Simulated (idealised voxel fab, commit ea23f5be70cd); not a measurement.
Documented hereafter: the process module known as voxel transistor to metal.
Shown is cross-section cut, with a width of 185 nm and square cells of size 5 nm.
Just so we're on the same page, the cross-sections are grids of square cells, and they're listed out in bands top to bottom, each band one or more rows deep.
Look at the band entry: it leads with the top's height and the bottom's height in nm. Then it lists the materials left to right, with a width in nm for each. The word "everywhere" on a single material says that material fills the band edge to edge. The word "empty" is empty space.
Counting heights begins at 0, where everything beneath is, in the wafer as received, one material. The lowest band has no bottom; it goes on downwards, as "0 and below" shows.
With a width like "30..40", each row of cells in the band differs from the next by the same amount, the top row carrying the first number and the bottom row the second.
Reading "same as before" for a step: not a cell of the cross-section changed in it.
"Unvented voids" - sealed voids, min. 8 cells, no opening to top; format: width x height at distance (distance from left edge; nm throughout).
Text after the settings on a step's line: the simulator's own remark on that step.
overlay nm: step with mask; distance mask lay right of planned place; negative value = left of planned place.
Below you will find pairs of cross-sections. In each, one shows the wafer before one process step and the other after it, with the after view ending at the lowest band that changed. Under each pair is the step separating them, along with its settings. Do not assume the pairs form a chain: they can come from different runs of this module on the same starting wafer, and a pair continues from the pair above it only when its "Pre-processing view" entry says so.

# Pre-processing view
> 0 and below = Si everywhere
> Unvented voids: none

# Resulting Cross-Section
> 5 down to 0 = SiO2 everywhere
> Unchanged below 0.
> Unvented voids: none
Before/after cross-sections above; step in between: CONFORMAL_DEP [material SiO2] [thk nm 5]

Pre-processing view: as shown after the step in the preceding pair, directly above.

# Resulting Cross-Section
> 15 down to 5 = SiN everywhere
> Unchanged below 5.
> Unvented voids: none
Before/after cross-sections above; step in between: CONFORMAL_DEP [material SiN] [thk nm 10]

Pre-processing view: as shown after the step in the preceding pair, directly above.

# Resulting Cross-Section
> 35 down to 15 = empty=35; resist=115; empty=35
> Unchanged below 15.
> Unvented voids: none
Before/after cross-sections above; step in between: PATTERN [tone cover] [mask id ACTIVE] [material resist] [width nm 115] [thk nm 20] [overlay nm 0]

Pre-processing view: as shown after the step in the preceding pair, directly above.

# Resulting Cross-Section
> 35 down to 15 = empty=35; resist=115; empty=35
> 15 down to 5 = empty=35; SiN=115; empty=35
> Unchanged below 5.
> Unvented voids: none
Before/after cross-sections above; step in between: DIRECTIONAL_ETCH [etch materials SiN] [depth nm 10]

Pre-processing view: as shown after the step in the preceding pair, directly above.

# Resulting Cross-Section
> 35 down to 15 = empty=35; resist=115; empty=35
> 15 down to 5 = empty=35; SiN=115; empty=35
> 5 down to 0 = empty=35; SiO2=115; empty=35
> Unchanged below 0.
> Unvented voids: none
Before/after cross-sections above; step in between: DIRECTIONAL_ETCH [etch materials SiO2] [depth nm 5]

Pre-processing view: as shown after the step in the preceding pair, directly above.

# Resulting Cross-Section
> 35 down to 15 = empty=35; resist=115; empty=35
> 15 down to 5 = empty=35; SiN=115; empty=35
> 5 down to 0 = empty=35; SiO2=115; empty=35
> 0 down to -35 = empty=35; Si=115; empty=35
> Unchanged below -35.
> Unvented voids: none
Before/after cross-sections above; step in between: DIRECTIONAL_ETCH [etch materials Si] [depth nm 35]

Pre-processing view: as shown after the step in the preceding pair, directly above.

# Resulting Cross-Section
> 15 down to 5 = empty=35; SiN=115; empty=35
> Unchanged below 5.
> Unvented voids: none
Before/after cross-sections above; step in between: STRIP [etch materials resist]

Pre-processing view: as shown after the step in the preceding pair, directly above.

# Resulting Cross-Section
> 15 down to 5 = empty=35; SiN=115; empty=35
> 5 down to 0 = empty=35; SiO2=115; empty=35
> 0 down to -35 = empty=35; SiO2=5; Si=105; SiO2=5; empty=35
> -35 down to -40 = SiO2=40; Si=105; SiO2=40
> Unchanged below -40.
> Unvented voids: none
Before/after cross-sections above; step in between: OXIDIZE [depth nm 5]

Pre-processing view: as shown after the step in the preceding pair, directly above.

# Resulting Cross-Section
> 20 down to 15 = SiO2 everywhere
> 15 down to 5 = SiO2=35; SiN=115; SiO2=35
> 5 down to 0 = SiO2 everywhere
> 0 down to -40 = SiO2=40; Si=105; SiO2=40
> Unchanged below -40.
> Unvented voids: none
Before/after cross-sections above; step in between: FILL_DEP [material SiO2] [thk nm 5]

Pre-processing view: as shown after the step in the preceding pair, directly above.

# Resulting Cross-Section
> 15 down to 5 = SiO2=35; SiN=115; SiO2=35
> Unchanged below 5.
> Unvented voids: none
Before/after cross-sections above; step in between: CMP [height nm 15]

Pre-processing view: as shown after the step in the preceding pair, directly above.

# Resulting Cross-Section
> 15 down to 5 = empty=35; SiN=115; empty=35
> Unchanged below 5.
> Unvented voids: none
Before/after cross-sections above; step in between: SELECTIVE_ETCH [etch materials SiO2] [depth nm 10]

Pre-processing view: as shown after the step in the preceding pair, directly above.

# Resulting Cross-Section
> 5 down to 0 = SiO2 everywhere
> Unchanged below 0.
> Unvented voids: none
Before/after cross-sections above; step in between: STRIP [etch materials SiN]

Pre-processing view: as shown after the step in the preceding pair, directly above.

# Resulting Cross-Section
> 0 down to -40 = SiO2=40; Si=105; SiO2=40
> Unchanged below -40.
> Unvented voids: none
Before/after cross-sections above; step in between: SELECTIVE_ETCH [etch materials SiO2] [depth nm 5]

Pre-processing view: as shown after the step in the preceding pair, directly above.

# Resulting Cross-Section
> 0 down to -5 = SiO2 everywhere
> Unchanged below -5.
> Unvented voids: none
Before/after cross-sections above; step in between: OXIDIZE [depth nm 5]

Pre-processing view: as shown after the step in the preceding pair, directly above.

# Resulting Cross-Section
> 25 down to 0 = polySi everywhere
> Unchanged below 0.
> Unvented voids: none
Before/after cross-sections above; step in between: DIRECTIONAL_DEP [material polySi] [thk nm 25]

Pre-processing view: as shown after the step in the preceding pair, directly above.

# Resulting Cross-Section
> 40 down to 25 = SiCN everywhere
> Unchanged below 25.
> Unvented voids: none
Before/after cross-sections above; step in between: DIRECTIONAL_DEP [material SiCN] [thk nm 15]

Pre-processing view: as shown after the step in the preceding pair, directly above.

# Resulting Cross-Section
> 40 down to 25 = empty=80; SiCN=25; empty=80
> Unchanged below 25.
> Unvented voids: none
Before/after cross-sections above; step in between: MASKED_ETCH [tone cover] [mask id GATE] [width nm 25] [etch materials SiCN] [depth nm 25] [overlay nm 0]

Pre-processing view: as shown after the step in the preceding pair, directly above.

# Resulting Cross-Section
> 40 down to 25 = empty=80; SiCN=25; empty=80
> 25 down to 0 = empty=80; polySi=25; empty=80
> Unchanged below 0.
> Unvented voids: none
Before/after cross-sections above; step in between: MASKED_ETCH [tone cover] [mask id GATE] [width nm 25] [etch materials polySi] [depth nm 35] [overlay nm 0]

Pre-processing view: as shown after the step in the preceding pair, directly above.

# Resulting Cross-Section
> 45 down to 40 = empty=75; SiO2=35; empty=75
> 40 down to 25 = empty=75; SiO2=5; SiCN=25; SiO2=5; empty=75
> 25 down to 5 = empty=75; SiO2=5; polySi=25; SiO2=5; empty=75
> 5 down to 0 = SiO2=80; polySi=25; SiO2=80
> Unchanged below 0.
> Unvented voids: none
Before/after cross-sections above; step in between: CONFORMAL_DEP [material SiO2] [thk nm 5]

Pre-processing view: as shown after the step in the preceding pair, directly above.

# Resulting Cross-Section
> 40 down to 25 = empty=75; SiO2=5; SiCN=25; SiO2=5; empty=75
> 25 down to 0 = empty=75; SiO2=5; polySi=25; SiO2=5; empty=75
> Unchanged below 0.
> Unvented voids: none
Before/after cross-sections above; step in between: DIRECTIONAL_ETCH [etch materials SiO2] [depth nm 5]

Pre-processing view: as shown after the step in the preceding pair, directly above.

# Resulting Cross-Section
> 50 down to 40 = empty=65; SiN=55; empty=65
> 40 down to 25 = empty=65; SiN=10; SiO2=5; SiCN=25; SiO2=5; SiN=10; empty=65
> 25 down to 10 = empty=65; SiN=10; SiO2=5; polySi=25; SiO2=5; SiN=10; empty=65
> 10 down to 0 = SiN=75; SiO2=5; polySi=25; SiO2=5; SiN=75
> Unchanged below 0.
> Unvented voids: none
Before/after cross-sections above; step in between: CONFORMAL_DEP [material SiN] [thk nm 10]

Pre-processing view: as shown after the step in the preceding pair, directly above.

# Resulting Cross-Section
> 40 down to 25 = empty=65; SiN=10; SiO2=5; SiCN=25; SiO2=5; SiN=10; empty=65
> 25 down to 0 = empty=65; SiN=10; SiO2=5; polySi=25; SiO2=5; SiN=10; empty=65
> Unchanged below 0.
> Unvented voids: none
Before/after cross-sections above; step in between: DIRECTIONAL_ETCH [etch materials SiN] [depth nm 10]

Pre-processing view: as shown after the step in the preceding pair, directly above.

# Resulting Cross-Section
> 40 down to 35 = empty=65; SiN=10; empty=5; SiCN=25; empty=5; SiN=10; empty=65
> 35 down to 25 = empty=65; SiN=10; SiO2=5; SiCN=25; SiO2=5; SiN=10; empty=65
> 25 down to 0 = empty=65; SiN=10; SiO2=5; polySi=25; SiO2=5; SiN=10; empty=65
> 0 down to -5 = empty=65; SiO2=55; empty=65
> Unchanged below -5.
> Unvented voids: none
Before/after cross-sections above; step in between: DIRECTIONAL_ETCH [etch materials SiO2] [depth nm 5]

Pre-processing view: as shown after the step in the preceding pair, directly above.

# Resulting Cross-Section
> 40 down to 35 = empty=65; SiN=10; empty=5; SiCN=25; empty=5; SiN=10; empty=65
> 35 down to 25 = empty=65; SiN=10; SiO2=5; SiCN=25; SiO2=5; SiN=10; empty=65
> 25 down to 0 = empty=65; SiN=10; SiO2=5; polySi=25; SiO2=5; SiN=10; empty=65
> 0 down to -5 = empty=35; pSi=30; SiO2=55; pSi=30; empty=35
> Unchanged below -5.
> Unvented voids: none
Before/after cross-sections above; step in between: EPI [material pSi] [thk nm 5]

Pre-processing view: as shown after the step in the preceding pair, directly above.

# Resulting Cross-Section
> 50 down to 40 = SiO2 everywhere
> 40 down to 25 = SiO2=65; SiN=10; SiO2=5; SiCN=25; SiO2=5; SiN=10; SiO2=65
> 25 down to 0 = SiO2=65; SiN=10; SiO2=5; polySi=25; SiO2=5; SiN=10; SiO2=65
> 0 down to -5 = SiO2=35; pSi=30; SiO2=55; pSi=30; SiO2=35
> Unchanged below -5.
> Unvented voids: none
Before/after cross-sections above; step in between: FILL_DEP [material SiO2] [thk nm 10]

Pre-processing view: as shown after the step in the preceding pair, directly above.

# Resulting Cross-Section
> 25 down to 0 = SiO2=65; SiN=10; SiO2=5; polySi=25; SiO2=5; SiN=10; SiO2=65
> Unchanged below 0.
> Unvented voids: none
Before/after cross-sections above; step in between: CMP [height nm 25]

Pre-processing view: as shown after the step in the preceding pair, directly above.

# Resulting Cross-Section
> 25 down to 0 = SiO2=65; SiN=10; SiO2=5; empty=25; SiO2=5; SiN=10; SiO2=65
> Unchanged below 0.
> Unvented voids: none
Before/after cross-sections above; step in between: STRIP [etch materials polySi]

Pre-processing view: as shown after the step in the preceding pair, directly above.

# Resulting Cross-Section
> 25 down to 20 = empty=65; SiN=10; empty=35; SiN=10; empty=65
> 20 down to 0 = SiO2=65; SiN=10; empty=35; SiN=10; SiO2=65
> 0 down to -5 = SiO2=35; pSi=30; SiO2=10; empty=35; SiO2=10; pSi=30; SiO2=35
> Unchanged below -5.
> Unvented voids: none
Before/after cross-sections above; step in between: SELECTIVE_ETCH [etch materials SiO2] [depth nm 5]

Pre-processing view: as shown after the step in the preceding pair, directly above.

# Resulting Cross-Section
> 30 down to 25 = empty=60; HfO2=20; empty=25; HfO2=20; empty=60
> 25 down to 20 = HfO2=65; SiN=10; HfO2=5; empty=25; HfO2=5; SiN=10; HfO2=65
> 20 down to 0 = SiO2=65; SiN=10; HfO2=5; empty=25; HfO2=5; SiN=10; SiO2=65
> 0 down to -5 = SiO2=35; pSi=30; SiO2=10; HfO2=35; SiO2=10; pSi=30; SiO2=35
> Unchanged below -5.
> Unvented voids: none
Before/after cross-sections above; step in between: CONFORMAL_DEP [material HfO2] [thk nm 5]

Pre-processing view: as shown after the step in the preceding pair, directly above.

# Resulting Cross-Section
> 35 down to 30 = empty=55; TiN=30; empty=15; TiN=30; empty=55
> 30 down to 25 = TiN=60; HfO2=20; TiN=5; empty=15; TiN=5; HfO2=20; TiN=60
> 25 down to 20 = HfO2=65; SiN=10; HfO2=5; TiN=5; empty=15; TiN=5; HfO2=5; SiN=10; HfO2=65
> 20 down to 5 = SiO2=65; SiN=10; HfO2=5; TiN=5; empty=15; TiN=5; HfO2=5; SiN=10; SiO2=65
> 5 down to 0 = SiO2=65; SiN=10; HfO2=5; TiN=25; HfO2=5; SiN=10; SiO2=65
> Unchanged below 0.
> Unvented voids: none
Before/after cross-sections above; step in between: CONFORMAL_DEP [material TiN] [thk nm 5]

Pre-processing view: as shown after the step in the preceding pair, directly above.

# Resulting Cross-Section
> 45 down to 35 = W everywhere
> 35 down to 30 = W=55; TiN=30; W=15; TiN=30; W=55
> 30 down to 25 = TiN=60; HfO2=20; TiN=5; W=15; TiN=5; HfO2=20; TiN=60
> 25 down to 20 = HfO2=65; SiN=10; HfO2=5; TiN=5; W=15; TiN=5; HfO2=5; SiN=10; HfO2=65
> 20 down to 5 = SiO2=65; SiN=10; HfO2=5; TiN=5; W=15; TiN=5; HfO2=5; SiN=10; SiO2=65
> Unchanged below 5.
> Unvented voids: none
Before/after cross-sections above; step in between: FILL_DEP [material W] [thk nm 10]

Pre-processing view: as shown after the step in the preceding pair, directly above.

# Resulting Cross-Section
> 20 down to 5 = SiO2=65; SiN=10; HfO2=5; TiN=5; W=15; TiN=5; HfO2=5; SiN=10; SiO2=65
> Unchanged below 5.
> Unvented voids: none
Before/after cross-sections above; step in between: CMP [height nm 20]

Pre-processing view: as shown after the step in the preceding pair, directly above.

# Resulting Cross-Section
> 35 down to 20 = SiO2 everywhere
> Unchanged below 20.
> Unvented voids: none
Before/after cross-sections above; step in between: DIRECTIONAL_DEP [material SiO2] [thk nm 15]

Pre-processing view: as shown after the step in the preceding pair, directly above.

# Resulting Cross-Section
> 55 down to 35 = resist=45; empty=15; resist=65; empty=15; resist=45
> Unchanged below 35.
> Unvented voids: none
Before/after cross-sections above; step in between: PATTERN [tone open] [mask id CONTACT] [material resist] [width nm 15] [pitch nm 80] [thk nm 20] [overlay nm 0]

Pre-processing view: as shown after the step in the preceding pair, directly above.

# Resulting Cross-Section
> 55 down to 35 = resist=45; empty=15; resist=65; empty=15; resist=45
> 35 down to 20 = SiO2=45; empty=15; SiO2=65; empty=15; SiO2=45
> 20 down to 5 = SiO2=45; empty=15; SiO2=5; SiN=10; HfO2=5; TiN=5; W=15; TiN=5; HfO2=5; SiN=10; SiO2=5; empty=15; SiO2=45
> 5 down to 0 = SiO2=45; empty=15; SiO2=5; SiN=10; HfO2=5; TiN=25; HfO2=5; SiN=10; SiO2=5; empty=15; SiO2=45
> Unchanged below 0.
> Unvented voids: none
Before/after cross-sections above; step in between: DIRECTIONAL_ETCH [etch materials SiO2] [depth nm 35]

Pre-processing view: as shown after the step in the preceding pair, directly above.

# Resulting Cross-Section
> 35 down to 20 = SiO2=45; empty=15; SiO2=65; empty=15; SiO2=45
> Unchanged below 20.
> Unvented voids: none
Before/after cross-sections above; step in between: STRIP [etch materials resist]

Pre-processing view: as shown after the step in the preceding pair, directly above.

# Resulting Cross-Section
> 40 down to 35 = TiN=50; empty=5; TiN=75; empty=5; TiN=50
> 35 down to 20 = SiO2=45; TiN=5; empty=5; TiN=5; SiO2=65; TiN=5; empty=5; TiN=5; SiO2=45
> 20 down to 5 = SiO2=45; TiN=5; empty=5; TiN=5; SiO2=5; SiN=10; HfO2=5; TiN=5; W=15; TiN=5; HfO2=5; SiN=10; SiO2=5; TiN=5; empty=5; TiN=5; SiO2=45
> 5 down to 0 = SiO2=45; TiN=15; SiO2=5; SiN=10; HfO2=5; TiN=25; HfO2=5; SiN=10; SiO2=5; TiN=15; SiO2=45
> Unchanged below 0.
> Unvented voids: none
Before/after cross-sections above; step in between: CONFORMAL_DEP [material TiN] [thk nm 5]

Pre-processing view: as shown after the step in the preceding pair, directly above.

# Resulting Cross-Section
> 45 down to 40 = Ru everywhere
> 40 down to 35 = TiN=50; Ru=5; TiN=75; Ru=5; TiN=50
> 35 down to 20 = SiO2=45; TiN=5; Ru=5; TiN=5; SiO2=65; TiN=5; Ru=5; TiN=5; SiO2=45
> 20 down to 5 = SiO2=45; TiN=5; Ru=5; TiN=5; SiO2=5; SiN=10; HfO2=5; TiN=5; W=15; TiN=5; HfO2=5; SiN=10; SiO2=5; TiN=5; Ru=5; TiN=5; SiO2=45
> Unchanged below 5.
> Unvented voids: none
Before/after cross-sections above; step in between: FILL_DEP [material Ru] [thk nm 5]

Pre-processing view: as shown after the step in the preceding pair, directly above.

# Resulting Cross-Section
> 35 down to 20 = SiO2=45; TiN=5; Ru=5; TiN=5; SiO2=65; TiN=5; Ru=5; TiN=5; SiO2=45
> Unchanged below 20.
> Unvented voids: none
Before/after cross-sections above; step in between: CMP [height nm 35]

Pre-processing view: as shown after the step in the preceding pair, directly above.

# Resulting Cross-Section
> 40 down to 35 = SiN everywhere
> Unchanged below 35.
> Unvented voids: none
Before/after cross-sections above; step in between: CONFORMAL_DEP [material SiN] [thk nm 5]

Pre-processing view: as shown after the step in the preceding pair, directly above.

# Resulting Cross-Section
> 60 down to 40 = lowk everywhere
> Unchanged below 40.
> Unvented voids: none
Before/after cross-sections above; step in between: DIRECTIONAL_DEP [material lowk] [thk nm 20]

Pre-processing view: as shown after the step in the preceding pair, directly above.

# Resulting Cross-Section
> 60 down to 40 = lowk=45; empty=15; lowk=65; empty=15; lowk=45
> Unchanged below 40.
> Unvented voids: none
Before/after cross-sections above; step in between: MASKED_ETCH [tone open] [mask id METAL_1] [width nm 15] [pitch nm 80] [etch materials lowk] [depth nm 20] [overlay nm 0]

Pre-processing view: as shown after the step in the preceding pair, directly above.

# Resulting Cross-Section
> 60 down to 40 = lowk=45; empty=15; lowk=65; empty=15; lowk=45
> 40 down to 35 = SiN=45; empty=15; SiN=65; empty=15; SiN=45
> Unchanged below 35.
> Unvented voids: none
Before/after cross-sections above; step in between: MASKED_ETCH [tone open] [mask id METAL_1] [width nm 15] [pitch nm 80] [etch materials SiN] [depth nm 5] [overlay nm 0]

Pre-processing view: as shown after the step in the preceding pair, directly above.

# Resulting Cross-Section
> 65 down to 60 = TiN=50; empty=5; TiN=75; empty=5; TiN=50
> 60 down to 40 = lowk=45; TiN=5; empty=5; TiN=5; lowk=65; TiN=5; empty=5; TiN=5; lowk=45
> 40 down to 35 = SiN=45; TiN=15; SiN=65; TiN=15; SiN=45
> Unchanged below 35.
> Unvented voids: none
Before/after cross-sections above; step in between: CONFORMAL_DEP [material TiN] [thk nm 5]

Pre-processing view: as shown after the step in the preceding pair, directly above.

# Resulting Cross-Section
> 75 down to 65 = Cu everywhere
> 65 down to 60 = TiN=50; Cu=5; TiN=75; Cu=5; TiN=50
> 60 down to 40 = lowk=45; TiN=5; Cu=5; TiN=5; lowk=65; TiN=5; Cu=5; TiN=5; lowk=45
> Unchanged below 40.
> Unvented voids: none
Before/after cross-sections above; step in between: FILL_DEP [material Cu] [thk nm 10]

Pre-processing view: as shown after the step in the preceding pair, directly above.

# Resulting Cross-Section
> 60 down to 40 = lowk=45; TiN=5; Cu=5; TiN=5; lowk=65; TiN=5; Cu=5; TiN=5; lowk=45
> Unchanged below 40.
> Unvented voids: none
Before/after cross-sections above; step in between: CMP [height nm 60]

Pre-processing view: as shown after the step in the preceding pair, directly above.

# Resulting Cross-Section
> 65 down to 60 = SiN everywhere
> Unchanged below 60.
> Unvented voids: none
Before/after cross-sections above; step in between: CONFORMAL_DEP [material SiN] [thk nm 5]

# Pre-processing view
> 75 down to 65 = Cu everywhere
> 65 down to 60 = TiN=50; Cu=5; TiN=75; Cu=5; TiN=50
> 60 down to 40 = lowk=45; TiN=5; Cu=5; TiN=5; lowk=65; TiN=5; Cu=5; TiN=5; lowk=45
> 40 down to 35 = SiN=45; TiN=15; SiN=65; TiN=15; SiN=45
> 35 down to 20 = SiO2=45; TiN=5; Ru=5; TiN=5; SiO2=65; TiN=5; Ru=5; TiN=5; SiO2=45
> 20 down to 5 = SiO2=45; TiN=5; Ru=5; TiN=5; SiO2=5; SiN=10; HfO2=5; TiN=5; W=15; TiN=5; HfO2=5; SiN=10; SiO2=5; TiN=5; Ru=5; TiN=5; SiO2=45
> 5 down to 0 = SiO2=45; TiN=15; SiO2=5; SiN=10; HfO2=5; TiN=25; HfO2=5; SiN=10; SiO2=5; TiN=15; SiO2=45
> 0 down to -5 = SiO2=35; pSi=30; SiO2=10; HfO2=35; SiO2=10; pSi=30; SiO2=35
> -5 down to -40 = SiO2=40; Si=105; SiO2=40
> -40 and below = Si everywhere
> Unvented voids: none

# Resulting Cross-Section
> 80 down to 75 = SiN everywhere
> Unchanged below 75.
> Unvented voids: none
Before/after cross-sections above; step in between: CONFORMAL_DEP [material SiN] [thk nm 5]

# Pre-processing view
> 35 down to 20 = SiO2 everywhere
> 20 down to 5 = SiO2=65; SiN=10; HfO2=5; TiN=5; W=15; TiN=5; HfO2=5; SiN=10; SiO2=65
> 5 down to 0 = SiO2=65; SiN=10; HfO2=5; TiN=25; HfO2=5; SiN=10; SiO2=65
> 0 down to -5 = SiO2=35; pSi=30; SiO2=10; HfO2=35; SiO2=10; pSi=30; SiO2=35
> -5 down to -40 = SiO2=40; Si=105; SiO2=40
> -40 and below = Si everywhere
> Unvented voids: none

# Resulting Cross-Section
> 50 down to 20 = SiO2 everywhere
> Unchanged below 20.
> Unvented voids: none
Before/after cross-sections above; step in between: DIRECTIONAL_DEP [material SiO2] [thk nm 15]

Pre-processing view: as shown after the step in the preceding pair, directly above.

# Resulting Cross-Section
> 70 down to 50 = resist=45; empty=15; resist=65; empty=15; resist=45
> Unchanged below 50.
> Unvented voids: none
Before/after cross-sections above; step in between: PATTERN [tone open] [mask id CONTACT] [material resist] [width nm 15] [pitch nm 80] [thk nm 20] [overlay nm 0]

Pre-processing view: as shown after the step in the preceding pair, directly above.

# Resulting Cross-Section
> 70 down to 50 = resist=45; empty=15; resist=65; empty=15; resist=45
> 50 down to 20 = SiO2=45; empty=15; SiO2=65; empty=15; SiO2=45
> 20 down to 15 = SiO2=45; empty=15; SiO2=5; SiN=10; HfO2=5; TiN=5; W=15; TiN=5; HfO2=5; SiN=10; SiO2=5; empty=15; SiO2=45
> Unchanged below 15.
> Unvented voids: none
Before/after cross-sections above; step in between: DIRECTIONAL_ETCH [etch materials SiO2] [depth nm 35]

Pre-processing view: as shown after the step in the preceding pair, directly above.

# Resulting Cross-Section
> 50 down to 20 = SiO2=45; empty=15; SiO2=65; empty=15; SiO2=45
> Unchanged below 20.
> Unvented voids: none
Before/after cross-sections above; step in between: STRIP [etch materials resist]

Pre-processing view: as shown after the step in the preceding pair, directly above.

# Resulting Cross-Section
> 55 down to 50 = TiN=50; empty=5; TiN=75; empty=5; TiN=50
> 50 down to 20 = SiO2=45; TiN=5; empty=5; TiN=5; SiO2=65; TiN=5; empty=5; TiN=5; SiO2=45
> 20 down to 15 = SiO2=45; TiN=15; SiO2=5; SiN=10; HfO2=5; TiN=5; W=15; TiN=5; HfO2=5; SiN=10; SiO2=5; TiN=15; SiO2=45
> Unchanged below 15.
> Unvented voids: none
Before/after cross-sections above; step in between: CONFORMAL_DEP [material TiN] [thk nm 5]

Pre-processing view: as shown after the step in the preceding pair, directly above.

# Resulting Cross-Section
> 60 down to 55 = Ru everywhere
> 55 down to 50 = TiN=50; Ru=5; TiN=75; Ru=5; TiN=50
> 50 down to 20 = SiO2=45; TiN=5; Ru=5; TiN=5; SiO2=65; TiN=5; Ru=5; TiN=5; SiO2=45
> Unchanged below 20.
> Unvented voids: none
Before/after cross-sections above; step in between: FILL_DEP [material Ru] [thk nm 5]

Pre-processing view: as shown after the step in the preceding pair, directly above.

# Resulting Cross-Section
> 35 down to 20 = SiO2=45; TiN=5; Ru=5; TiN=5; SiO2=65; TiN=5; Ru=5; TiN=5; SiO2=45
> Unchanged below 20.
> Unvented voids: none
Before/after cross-sections above; step in between: CMP [height nm 35]

Pre-processing view: as shown after the step in the preceding pair, directly above.

# Resulting Cross-Section
> 40 down to 35 = SiN everywhere
> Unchanged below 35.
> Unvented voids: none
Before/after cross-sections above; step in between: CONFORMAL_DEP [material SiN] [thk nm 5]

Pre-processing view: as shown after the step in the preceding pair, directly above.

# Resulting Cross-Section
> 60 down to 40 = lowk everywhere
> Unchanged below 40.
> Unvented voids: none
Before/after cross-sections above; step in between: DIRECTIONAL_DEP [material lowk] [thk nm 20]

Pre-processing view: as shown after the step in the preceding pair, directly above.

# Resulting Cross-Section
> 60 down to 40 = lowk=45; empty=15; lowk=65; empty=15; lowk=45
> Unchanged below 40.
> Unvented voids: none
Before/after cross-sections above; step in between: MASKED_ETCH [tone open] [mask id METAL_1] [width nm 15] [pitch nm 80] [etch materials lowk] [depth nm 20] [overlay nm 0]

Pre-processing view: as shown after the step in the preceding pair, directly above.

# Resulting Cross-Section
> 60 down to 40 = lowk=45; empty=15; lowk=65; empty=15; lowk=45
> 40 down to 35 = SiN=45; empty=15; SiN=65; empty=15; SiN=45
> Unchanged below 35.
> Unvented voids: none
Before/after cross-sections above; step in between: MASKED_ETCH [tone open] [mask id METAL_1] [width nm 15] [pitch nm 80] [etch materials SiN] [depth nm 5] [overlay nm 0]

Pre-processing view: as shown after the step in the preceding pair, directly above.

# Resulting Cross-Section
> 65 down to 60 = TiN=50; empty=5; TiN=75; empty=5; TiN=50
> 60 down to 40 = lowk=45; TiN=5; empty=5; TiN=5; lowk=65; TiN=5; empty=5; TiN=5; lowk=45
> 40 down to 35 = SiN=45; TiN=15; SiN=65; TiN=15; SiN=45
> Unchanged below 35.
> Unvented voids: none
Before/after cross-sections above; step in between: CONFORMAL_DEP [material TiN] [thk nm 5]

Pre-processing view: as shown after the step in the preceding pair, directly above.

# Resulting Cross-Section
> 75 down to 65 = Cu everywhere
> 65 down to 60 = TiN=50; Cu=5; TiN=75; Cu=5; TiN=50
> 60 down to 40 = lowk=45; TiN=5; Cu=5; TiN=5; lowk=65; TiN=5; Cu=5; TiN=5; lowk=45
> Unchanged below 40.
> Unvented voids: none
Before/after cross-sections above; step in between: FILL_DEP [material Cu] [thk nm 10]

Pre-processing view: as shown after the step in the preceding pair, directly above.

# Resulting Cross-Section
> 60 down to 40 = lowk=45; TiN=5; Cu=5; TiN=5; lowk=65; TiN=5; Cu=5; TiN=5; lowk=45
> Unchanged below 40.
> Unvented voids: none
Before/after cross-sections above; step in between: CMP [height nm 60]

Pre-processing view: as shown after the step in the preceding pair, directly above.

# Resulting Cross-Section
> 65 down to 60 = SiN everywhere
> Unchanged below 60.
> Unvented voids: none
Before/after cross-sections above; step in between: CONFORMAL_DEP [material SiN] [thk nm 5]

# Pre-processing view
> 15 down to 5 = empty=35; SiN=115; empty=35
> 5 down to 0 = SiO2 everywhere
> 0 down to -40 = SiO2=40; Si=105; SiO2=40
> -40 and below = Si everywhere
> Unvented voids: none

# Resulting Cross-Section
> 15 down to 5 = empty=35; SiN=115; empty=35
> 5 down to 0 = empty=40; SiO2=105; empty=40
> Unchanged below 0.
> Unvented voids: none
Before/after cross-sections above; step in between: SELECTIVE_ETCH [etch materials SiO2] [depth nm 5]

Pre-processing view: as shown after the step in the preceding pair, directly above.

# Resulting Cross-Section
> 5 down to 0 = empty=40; SiO2=105; empty=40
> Unchanged below 0.
> Unvented voids: none
Before/after cross-sections above; step in between: STRIP [etch materials SiN]

Pre-processing view: as shown after the step in the preceding pair, directly above.

# Resulting Cross-Section
> 30 down to 25 = empty=40; polySi=105; empty=40
> 25 down to 5 = polySi everywhere
> 5 down to 0 = polySi=40; SiO2=105; polySi=40
> Unchanged below 0.
> Unvented voids: none
Before/after cross-sections above; step in between: DIRECTIONAL_DEP [material polySi] [thk nm 25]

Pre-processing view: as shown after the step in the preceding pair, directly above.

# Resulting Cross-Section
> 45 down to 40 = empty=40; SiCN=105; empty=40
> 40 down to 30 = SiCN everywhere
> 30 down to 25 = SiCN=40; polySi=105; SiCN=40
> Unchanged below 25.
> Unvented voids: none
Before/after cross-sections above; step in between: DIRECTIONAL_DEP [material SiCN] [thk nm 15]

Pre-processing view: as shown after the step in the preceding pair, directly above.

# Resulting Cross-Section
> 45 down to 30 = empty=80; SiCN=25; empty=80
> 30 down to 25 = empty=40; polySi=105; empty=40
> Unchanged below 25.
> Unvented voids: none
Before/after cross-sections above; step in between: MASKED_ETCH [tone cover] [mask id GATE] [width nm 25] [etch materials SiCN] [depth nm 25] [overlay nm 0]

Pre-processing view: as shown after the step in the preceding pair, directly above.

# Resulting Cross-Section
> 45 down to 30 = empty=80; SiCN=25; empty=80
> 30 down to 5 = empty=80; polySi=25; empty=80
> 5 down to 0 = empty=40; SiO2=105; empty=40
> Unchanged below 0.
> Unvented voids: none
Before/after cross-sections above; step in between: MASKED_ETCH [tone cover] [mask id GATE] [width nm 25] [etch materials polySi] [depth nm 35] [overlay nm 0]

Pre-processing view: as shown after the step in the preceding pair, directly above.

# Resulting Cross-Section
> 50 down to 45 = empty=75; SiO2=35; empty=75
> 45 down to 30 = empty=75; SiO2=5; SiCN=25; SiO2=5; empty=75
> 30 down to 10 = empty=75; SiO2=5; polySi=25; SiO2=5; empty=75
> 10 down to 5 = empty=35; SiO2=45; polySi=25; SiO2=45; empty=35
> 5 down to 0 = SiO2 everywhere
> Unchanged below 0.
> Unvented voids: none
Before/after cross-sections above; step in between: CONFORMAL_DEP [material SiO2] [thk nm 5]

Pre-processing view: as shown after the step in the preceding pair, directly above.

# Resulting Cross-Section
> 45 down to 30 = empty=75; SiO2=5; SiCN=25; SiO2=5; empty=75
> 30 down to 5 = empty=75; SiO2=5; polySi=25; SiO2=5; empty=75
> 5 down to 0 = empty=35; SiO2=115; empty=35
> Unchanged below 0.
> Unvented voids: none
Before/after cross-sections above; step in between: DIRECTIONAL_ETCH [etch materials SiO2] [depth nm 5]
